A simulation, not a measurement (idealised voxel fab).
Documented hereafter: the process module known as voxel capacitor over wiring.
The width of the displayed cross-section, cut, is 140 nm; its cells are square, with a size of 5 nm.
Notation: cross-section as square-cell grid; stated in bands, top first, going down; one or more cell rows per band. A band entry consists of two parts. The first gives the height of the band's top and the height of its bottom, in nm. The rest lists the band's materials from left to right, each with its width in nm. A single material labelled with the word "everywhere" fills the band from edge to edge, and the word "blank" marks empty space. Height 0 is the level under which the wafer as received is all one material. The lowest band goes on downwards, as in "z 0 and below". A width given as "30..40" starts at the first number in the band's top row and ends at the second number in its bottom row, shifting by an equal amount at every step from row to row. "remained the same" for a step: no cell of the cross-section changed in that step. If an empty space has no open way to the top and is at least 8 cells in size, "Enclosed void entries" lists it, written width x height at distance, where distance is measured from the left edge and every value is in nm. On a step's line, text after the settings is the simulator commenting on that step. If you see "overlay nm" on a step's line and that step has a mask, it's telling you how far right of where it was planned the mask ended up; a negative number means it went left instead.
### Planned process steps
step 1: RECEIVE, material Si
step 2: CONFORMAL_DEP, material SiO2, thk nm 10
step 3: DIRECTIONAL_DEP, material TiN, thk nm 5
step 4: DIRECTIONAL_DEP, material Ru, thk nm 25
step 5: MASKED_ETCH, tone cover, mask id METAL_1, width nm 25, pitch nm 80, etch materials Ru, depth nm 25, overlay nm 0
step 6: MASKED_ETCH, tone cover, mask id METAL_1, width nm 25, pitch nm 80, etch materials TiN, depth nm 5, overlay nm 0
step 7: CONFORMAL_DEP, material SiN, thk nm 5
step 8: FILL_DEP, material SiO2, thk nm 5
step 9: CMP, height nm 40
step 10: CONFORMAL_DEP, material SiCN, thk nm 5
step 11: DIRECTIONAL_DEP, material lowk, thk nm 15
step 12: DIRECTIONAL_DEP, material aC, thk nm 10
step 13: PATTERN, tone open, mask id PLUG_1, material resist, width nm 15, thk nm 25, overlay nm 0
step 14: DIRECTIONAL_ETCH, etch materials aC, depth nm 10
step 15: STRIP, etch materials resist
step 16: DIRECTIONAL_ETCH, etch materials lowk, depth nm 15
step 17: DIRECTIONAL_ETCH, etch materials SiCN, depth nm 5
step 18: STRIP, etch materials aC
step 19: CONFORMAL_DEP, material TiN, thk nm 5
step 20: FILL_DEP, material Ru, thk nm 5
step 21: CMP, height nm 60
step 22: DIRECTIONAL_DEP, material TiN, thk nm 5
step 23: DIRECTIONAL_DEP, material Al2O3, thk nm 5
step 24: DIRECTIONAL_DEP, material TiN, thk nm 10
step 25: MASKED_ETCH, tone cover, mask id UPPER_PLATE, width nm 60, etch materials TiN, depth nm 10, overlay nm 0
step 26: MASKED_ETCH, tone cover, mask id UPPER_PLATE, width nm 60, etch materials Al2O3, depth nm 5, overlay nm 0
step 27: DIRECTIONAL_DEP, material aC, thk nm 10
step 28: PATTERN, tone cover, mask id LOWER_PLATE, material resist, width nm 70, thk nm 30, overlay nm 0
step 29: DIRECTIONAL_ETCH, etch materials aC, depth nm 10
step 30: STRIP, etch materials resist
step 31: DIRECTIONAL_ETCH, etch materials TiN, depth nm 5
step 32: STRIP, etch materials aC
step 33: FILL_DEP, material SiO2, thk nm 20
step 34: CMP, height nm 95
step 35: PATTERN, tone open, mask id PLUG_2, material resist, width nm 15, thk nm 15, overlay nm 0
step 36: DIRECTIONAL_ETCH, etch materials SiO2, depth nm 15
step 37: STRIP, etch materials resist
step 38: CONFORMAL_DEP, material TiN, thk nm 5
step 39: FILL_DEP, material Ru, thk nm 5
step 40: CMP, height nm 95
step 41: CONFORMAL_DEP, material SiN, thk nm 5
### First of two wafers, processed according to plan
### Cross-section, incoming material, after step 1
    z 0 and below = Si everywhere
    Enclosed void entries: none
### Step 2 done - wafer cross-section
    z 10 to 0 = SiO2 everywhere
    Note: structure below 0 unchanged.
### Step 3 done - wafer cross-section
    z 15 to 10 = TiN everywhere
    Note: structure below 10 unchanged.
### Step 4 done - wafer cross-section
    z 40 to 15 = Ru everywhere
    Note: structure below 15 unchanged.
### Step 5 done - wafer cross-section
    z 40 to 15 = blank 15 nm, Ru 25 nm, blank 55 nm, Ru 25 nm, blank 20 nm
    Note: structure below 15 unchanged.
### Step 6 done - wafer cross-section
    z 40 to 15 = blank 15 nm, Ru 25 nm, blank 55 nm, Ru 25 nm, blank 20 nm
    z 15 to 10 = blank 15 nm, TiN 25 nm, blank 55 nm, TiN 25 nm, blank 20 nm
    Note: structure below 10 unchanged.
### Step 7 done - wafer cross-section
    z 45 to 40 = blank 10 nm, SiN 35 nm, blank 45 nm, SiN 35 nm, blank 15 nm
    z 40 to 15 = blank 10 nm, SiN 5 nm, Ru 25 nm, SiN 5 nm, blank 45 nm, SiN 5 nm, Ru 25 nm, SiN 5 nm, blank 15 nm
    z 15 to 10 = SiN 15 nm, TiN 25 nm, SiN 55 nm, TiN 25 nm, SiN 20 nm
    Note: structure below 10 unchanged.
### Step 8 done - wafer cross-section
    z 50 to 45 = SiO2 everywhere
    z 45 to 40 = SiO2 10 nm, SiN 35 nm, SiO2 45 nm, SiN 35 nm, SiO2 15 nm
    z 40 to 15 = SiO2 10 nm, SiN 5 nm, Ru 25 nm, SiN 5 nm, SiO2 45 nm, SiN 5 nm, Ru 25 nm, SiN 5 nm, SiO2 15 nm
    Note: structure below 15 unchanged.
### Step 9 done - wafer cross-section
    z 40 to 15 = SiO2 10 nm, SiN 5 nm, Ru 25 nm, SiN 5 nm, SiO2 45 nm, SiN 5 nm, Ru 25 nm, SiN 5 nm, SiO2 15 nm
    Note: structure below 15 unchanged.
### Step 10 done - wafer cross-section
    z 45 to 40 = SiCN everywhere
    Note: structure below 40 unchanged.
### Step 11 done - wafer cross-section
    z 60 to 45 = lowk everywhere
    Note: structure below 45 unchanged.
### Step 12 done - wafer cross-section
    z 70 to 60 = aC everywhere
    Note: structure below 60 unchanged.
### Step 13 done - wafer cross-section
    z 95 to 70 = resist 25 nm, blank 15 nm, resist 100 nm
    Note: structure below 70 unchanged.
### Step 14 done - wafer cross-section
    z 85 to 70 = resist 25 nm, blank 15 nm, resist 100 nm
    z 70 to 60 = aC 25 nm, blank 15 nm, aC 100 nm
    Note: structure below 60 unchanged.
### Step 15 done - wafer cross-section
    z 70 to 60 = aC 25 nm, blank 15 nm, aC 100 nm
    Note: structure below 60 unchanged.
### Step 16 done - wafer cross-section
    z 70 to 60 = aC 25 nm, blank 15 nm, aC 100 nm
    z 60 to 45 = lowk 25 nm, blank 15 nm, lowk 100 nm
    Note: structure below 45 unchanged.
### Step 17 done - wafer cross-section
    z 70 to 60 = aC 25 nm, blank 15 nm, aC 100 nm
    z 60 to 45 = lowk 25 nm, blank 15 nm, lowk 100 nm
    z 45 to 40 = SiCN 25 nm, blank 15 nm, SiCN 100 nm
    Note: structure below 40 unchanged.
### Step 18 done - wafer cross-section
    z 60 to 45 = lowk 25 nm, blank 15 nm, lowk 100 nm
    Note: structure below 45 unchanged.
### Step 19 done - wafer cross-section
    z 65 to 60 = TiN 30 nm, blank 5 nm, TiN 105 nm
    z 60 to 45 = lowk 25 nm, TiN 5 nm, blank 5 nm, TiN 5 nm, lowk 100 nm
    z 45 to 40 = SiCN 25 nm, TiN 15 nm, SiCN 100 nm
    Note: structure below 40 unchanged.
### Step 20 done - wafer cross-section
    z 70 to 65 = Ru everywhere
    z 65 to 60 = TiN 30 nm, Ru 5 nm, TiN 105 nm
    z 60 to 45 = lowk 25 nm, TiN 5 nm, Ru 5 nm, TiN 5 nm, lowk 100 nm
    Note: structure below 45 unchanged.
### Step 21 done - wafer cross-section
    z 60 to 45 = lowk 25 nm, TiN 5 nm, Ru 5 nm, TiN 5 nm, lowk 100 nm
    Note: structure below 45 unchanged.
### Step 22 done - wafer cross-section
    z 65 to 60 = TiN everywhere
    Note: structure below 60 unchanged.
### Step 23 done - wafer cross-section
    z 70 to 65 = Al2O3 everywhere
    Note: structure below 65 unchanged.
### Step 24 done - wafer cross-section
    z 80 to 70 = TiN everywhere
    Note: structure below 70 unchanged.
### Step 25 done - wafer cross-section
    z 80 to 70 = blank 25 nm, TiN 60 nm, blank 55 nm
    Note: structure below 70 unchanged.
### Step 26 done - wafer cross-section
    z 80 to 70 = blank 25 nm, TiN 60 nm, blank 55 nm
    z 70 to 65 = blank 25 nm, Al2O3 60 nm, blank 55 nm
    Note: structure below 65 unchanged.
### Step 27 done - wafer cross-section
    z 90 to 80 = blank 25 nm, aC 60 nm, blank 55 nm
    z 80 to 75 = blank 25 nm, TiN 60 nm, blank 55 nm
    z 75 to 70 = aC 25 nm, TiN 60 nm, aC 55 nm
    z 70 to 65 = aC 25 nm, Al2O3 60 nm, aC 55 nm
    Note: structure below 65 unchanged.
### Step 28 done - wafer cross-section
    z 120 to 90 = blank 20 nm, resist 70 nm, blank 50 nm
    z 90 to 80 = blank 20 nm, resist 5 nm, aC 60 nm, resist 5 nm, blank 50 nm
    z 80 to 75 = blank 20 nm, resist 5 nm, TiN 60 nm, resist 5 nm, blank 50 nm
    Note: structure below 75 unchanged.
### Step 29 done - wafer cross-section
    z 110 to 90 = blank 20 nm, resist 70 nm, blank 50 nm
    z 90 to 80 = blank 20 nm, resist 5 nm, aC 60 nm, resist 5 nm, blank 50 nm
    z 80 to 75 = blank 20 nm, resist 5 nm, TiN 60 nm, resist 5 nm, blank 50 nm
    z 75 to 70 = blank 20 nm, aC 5 nm, TiN 60 nm, aC 5 nm, blank 50 nm
    z 70 to 65 = blank 20 nm, aC 5 nm, Al2O3 60 nm, aC 5 nm, blank 50 nm
    Note: structure below 65 unchanged.
### Step 30 done - wafer cross-section
    z 90 to 80 = blank 25 nm, aC 60 nm, blank 55 nm
    z 80 to 75 = blank 25 nm, TiN 60 nm, blank 55 nm
    Note: structure below 75 unchanged.
### Step 31 done - wafer cross-section
    z 90 to 80 = blank 25 nm, aC 60 nm, blank 55 nm
    z 80 to 75 = blank 25 nm, TiN 60 nm, blank 55 nm
    z 75 to 70 = blank 20 nm, aC 5 nm, TiN 60 nm, aC 5 nm, blank 50 nm
    z 70 to 65 = blank 20 nm, aC 5 nm, Al2O3 60 nm, aC 5 nm, blank 50 nm
    z 65 to 60 = blank 20 nm, TiN 70 nm, blank 50 nm
    Note: structure below 60 unchanged.
### Step 32 done - wafer cross-section
    z 80 to 70 = blank 25 nm, TiN 60 nm, blank 55 nm
    z 70 to 65 = blank 25 nm, Al2O3 60 nm, blank 55 nm
    Note: structure below 65 unchanged.
### Step 33 done - wafer cross-section
    z 100 to 80 = SiO2 everywhere
    z 80 to 70 = SiO2 25 nm, TiN 60 nm, SiO2 55 nm
    z 70 to 65 = SiO2 25 nm, Al2O3 60 nm, SiO2 55 nm
    z 65 to 60 = SiO2 20 nm, TiN 70 nm, SiO2 50 nm
    Note: structure below 60 unchanged.
### Step 34 done - wafer cross-section
    z 95 to 80 = SiO2 everywhere
    Note: structure below 80 unchanged.
### Step 35 done - wafer cross-section
    z 110 to 95 = resist 35 nm, blank 15 nm, resist 90 nm
    Note: structure below 95 unchanged.
### Step 36 done - wafer cross-section
    z 110 to 95 = resist 35 nm, blank 15 nm, resist 90 nm
    z 95 to 80 = SiO2 35 nm, blank 15 nm, SiO2 90 nm
    Note: structure below 80 unchanged.
### Step 37 done - wafer cross-section
    z 95 to 80 = SiO2 35 nm, blank 15 nm, SiO2 90 nm
    Note: structure below 80 unchanged.
### Step 38 done - wafer cross-section
    z 100 to 95 = TiN 40 nm, blank 5 nm, TiN 95 nm
    z 95 to 85 = SiO2 35 nm, TiN 5 nm, blank 5 nm, TiN 5 nm, SiO2 90 nm
    z 85 to 80 = SiO2 35 nm, TiN 15 nm, SiO2 90 nm
    Note: structure below 80 unchanged.
### Step 39 done - wafer cross-section
    z 105 to 100 = Ru everywhere
    z 100 to 95 = TiN 40 nm, Ru 5 nm, TiN 95 nm
    z 95 to 85 = SiO2 35 nm, TiN 5 nm, Ru 5 nm, TiN 5 nm, SiO2 90 nm
    Note: structure below 85 unchanged.
### Step 40 done - wafer cross-section
    z 95 to 85 = SiO2 35 nm, TiN 5 nm, Ru 5 nm, TiN 5 nm, SiO2 90 nm
    Note: structure below 85 unchanged.
### Step 41 done - wafer cross-section
    z 100 to 95 = SiN everywhere
    Note: structure below 95 unchanged.
### Regarding the second of the two wafers: it shared the first wafer's starting condition and process plan, yet one error occurred during its execution. Its history coincides with that of the first wafer up to and including step 12
### when step 13 should have ended
    z 95 to 70 = blank 25 nm, resist 15 nm, blank 100 nm
    Note: structure below 70 unchanged.
### when step 14 should have ended
    z 85 to 70 = blank 25 nm, resist 15 nm, blank 100 nm
    z 70 to 60 = blank 25 nm, aC 15 nm, blank 100 nm
    Note: structure below 60 unchanged.
### when step 15 should have ended
    z 70 to 60 = blank 25 nm, aC 15 nm, blank 100 nm
    Note: structure below 60 unchanged.
### when step 16 should have ended
    z 70 to 60 = blank 25 nm, aC 15 nm, blank 100 nm
    z 60 to 45 = blank 25 nm, lowk 15 nm, blank 100 nm
    Note: structure below 45 unchanged.
### when step 17 should have ended
    z 70 to 60 = blank 25 nm, aC 15 nm, blank 100 nm
    z 60 to 45 = blank 25 nm, lowk 15 nm, blank 100 nm
    z 45 to 40 = blank 25 nm, SiCN 15 nm, blank 100 nm
    Note: structure below 40 unchanged.
### when step 18 should have ended
    z 60 to 45 = blank 25 nm, lowk 15 nm, blank 100 nm
    Note: structure below 45 unchanged.
### when step 19 should have ended
    z 65 to 60 = blank 20 nm, TiN 25 nm, blank 95 nm
    z 60 to 45 = blank 20 nm, TiN 5 nm, lowk 15 nm, TiN 5 nm, blank 95 nm
    z 45 to 40 = TiN 25 nm, SiCN 15 nm, TiN 100 nm
    Note: structure below 40 unchanged.
### when step 20 should have ended
    z 70 to 65 = Ru everywhere
    z 65 to 60 = Ru 20 nm, TiN 25 nm, Ru 95 nm
    z 60 to 45 = Ru 20 nm, TiN 5 nm, lowk 15 nm, TiN 5 nm, Ru 95 nm
    Note: structure below 45 unchanged.
### when step 21 should have ended
    z 60 to 45 = Ru 20 nm, TiN 5 nm, lowk 15 nm, TiN 5 nm, Ru 95 nm
    Note: structure below 45 unchanged.
### when step 22 should have ended
    z 65 to 60 = TiN everywhere
    Note: structure below 60 unchanged.
### when step 23 should have ended
    z 70 to 65 = Al2O3 everywhere
    Note: structure below 65 unchanged.
### when step 24 should have ended
    z 80 to 70 = TiN everywhere
    Note: structure below 70 unchanged.
### when step 25 should have ended
    z 80 to 70 = blank 25 nm, TiN 60 nm, blank 55 nm
    Note: structure below 70 unchanged.
### when step 26 should have ended
    z 80 to 70 = blank 25 nm, TiN 60 nm, blank 55 nm
    z 70 to 65 = blank 25 nm, Al2O3 60 nm, blank 55 nm
    Note: structure below 65 unchanged.
### when step 27 should have ended
    z 90 to 80 = blank 25 nm, aC 60 nm, blank 55 nm
    z 80 to 75 = blank 25 nm, TiN 60 nm, blank 55 nm
    z 75 to 70 = aC 25 nm, TiN 60 nm, aC 55 nm
    z 70 to 65 = aC 25 nm, Al2O3 60 nm, aC 55 nm
    Note: structure below 65 unchanged.
### when step 28 should have ended
    z 120 to 90 = blank 20 nm, resist 70 nm, blank 50 nm
    z 90 to 80 = blank 20 nm, resist 5 nm, aC 60 nm, resist 5 nm, blank 50 nm
    z 80 to 75 = blank 20 nm, resist 5 nm, TiN 60 nm, resist 5 nm, blank 50 nm
    Note: structure below 75 unchanged.
### when step 29 should have ended
    z 110 to 90 = blank 20 nm, resist 70 nm, blank 50 nm
    z 90 to 80 = blank 20 nm, resist 5 nm, aC 60 nm, resist 5 nm, blank 50 nm
    z 80 to 75 = blank 20 nm, resist 5 nm, TiN 60 nm, resist 5 nm, blank 50 nm
    z 75 to 70 = blank 20 nm, aC 5 nm, TiN 60 nm, aC 5 nm, blank 50 nm
    z 70 to 65 = blank 20 nm, aC 5 nm, Al2O3 60 nm, aC 5 nm, blank 50 nm
    Note: structure below 65 unchanged.
### when step 30 should have ended
    z 90 to 80 = blank 25 nm, aC 60 nm, blank 55 nm
    z 80 to 75 = blank 25 nm, TiN 60 nm, blank 55 nm
    Note: structure below 75 unchanged.
### when step 31 should have ended
    z 90 to 80 = blank 25 nm, aC 60 nm, blank 55 nm
    z 80 to 75 = blank 25 nm, TiN 60 nm, blank 55 nm
    z 75 to 70 = blank 20 nm, aC 5 nm, TiN 60 nm, aC 5 nm, blank 50 nm
    z 70 to 65 = blank 20 nm, aC 5 nm, Al2O3 60 nm, aC 5 nm, blank 50 nm
    z 65 to 60 = blank 20 nm, TiN 70 nm, blank 50 nm
    Note: structure below 60 unchanged.
### when step 32 should have ended
    z 80 to 70 = blank 25 nm, TiN 60 nm, blank 55 nm
    z 70 to 65 = blank 25 nm, Al2O3 60 nm, blank 55 nm
    Note: structure below 65 unchanged.
### when step 33 should have ended
    z 100 to 80 = SiO2 everywhere
    z 80 to 70 = SiO2 25 nm, TiN 60 nm, SiO2 55 nm
    z 70 to 65 = SiO2 25 nm, Al2O3 60 nm, SiO2 55 nm
    z 65 to 60 = SiO2 20 nm, TiN 70 nm, SiO2 50 nm
    Note: structure below 60 unchanged.
### when step 34 should have ended
    z 95 to 80 = SiO2 everywhere
    Note: structure below 80 unchanged.
### when step 35 should have ended
    z 110 to 95 = resist 35 nm, blank 15 nm, resist 90 nm
    Note: structure below 95 unchanged.
### when step 36 should have ended
    z 110 to 95 = resist 35 nm, blank 15 nm, resist 90 nm
    z 95 to 80 = SiO2 35 nm, blank 15 nm, SiO2 90 nm
    Note: structure below 80 unchanged.
### when step 37 should have ended
    z 95 to 80 = SiO2 35 nm, blank 15 nm, SiO2 90 nm
    Note: structure below 80 unchanged.
### when step 38 should have ended
    z 100 to 95 = TiN 40 nm, blank 5 nm, TiN 95 nm
    z 95 to 85 = SiO2 35 nm, TiN 5 nm, blank 5 nm, TiN 5 nm, SiO2 90 nm
    z 85 to 80 = SiO2 35 nm, TiN 15 nm, SiO2 90 nm
    Note: structure below 80 unchanged.
### when step 39 should have ended
    z 105 to 100 = Ru everywhere
    z 100 to 95 = TiN 40 nm, Ru 5 nm, TiN 95 nm
    z 95 to 85 = SiO2 35 nm, TiN 5 nm, Ru 5 nm, TiN 5 nm, SiO2 90 nm
    Note: structure below 85 unchanged.
### when step 40 should have ended
    z 95 to 85 = SiO2 35 nm, TiN 5 nm, Ru 5 nm, TiN 5 nm, SiO2 90 nm
    Note: structure below 85 unchanged.
### when step 41 should have ended
    z 100 to 95 = SiN everywhere
    Note: structure below 95 unchanged.
Misprocessing identified: step 13 ran with different settings than intended, the actual operation and settings being PATTERN, tone cover, mask id PLUG_1, material resist, width nm 15, thk nm 25, overlay nm 0
Bottom line after processing is that, in cells, the second wafer is up or down on some materials versus the first: Ru +66; SiCN -22; TiN +22; lowk -66
